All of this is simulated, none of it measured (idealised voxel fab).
Documented hereafter: the process module known as voxel local oxidation.
Section cut is 185 nm wide and gridded with 5 nm square cells.
When this document writes out a cross-section, it uses a grid of square cells and lists it as bands, beginning at the top and moving down, with a band standing for one or more rows of cells. First you get the band's top height and its bottom height, in nm, and then the materials it's made of, left to right, with each width in nm. If you see a single material with "throughout", that one covers the band edge to edge. "empty" is empty space. Measure heights from 0. That's the level where, below it, the as-received wafer is all one material. The lowest band is bottomless and extends downward; write it as in "0 and below". Width "30->40": first value at the band's top row of cells, second value at its bottom row, equal change from row to row. Given "no alteration" for a step, no cell of the cross-section differs between before and after that step. Closed internal voids: empty space of 8 cells or more with no open way to the top, each as width x height at its distance from the left edge, in nm. Heads up: the bit after the settings on a step's line is the simulator's remark on that step. Each step line may optionally specify "overlay nm", which for a step with a mask gives the rightward distance between the mask's planned place and where it lay, a negative value indicating the leftward direction.
-- So here's the lineup of process steps we planned
1. RECEIVE,material Si
2. OXIDIZE,depth nm 5
3. CONFORMAL_DEP,material SiN,thk nm 15
4. PATTERN,tone cover,mask id ACTIVE,material resist,width nm 105,thk nm 20,overlay nm 0
5. DIRECTIONAL_ETCH,etch materials SiN,depth nm 15
6. STRIP,etch materials resist
7. SELECTIVE_ETCH,etch materials SiO2,depth nm 5
8. OXIDIZE,depth nm 10
9. STRIP,etch materials SiN
-- Cross-section: wafer on arrival = after step 1
    0 and below: Si throughout
    Closed internal voids: none
-- Same starting wafer, same plan as above, one mistake in the execution; this is the cross-section at the end of the module
    -5 down to -15: 55 nm empty / 75 nm Si / 55 nm empty
    -15 and below: Si throughout
    Closed internal voids: none
It is concluded that the wafer was processed incorrectly with respect to the plan, in that step 9 was not run as planned; what actually ran was STRIP,etch materials SiO2
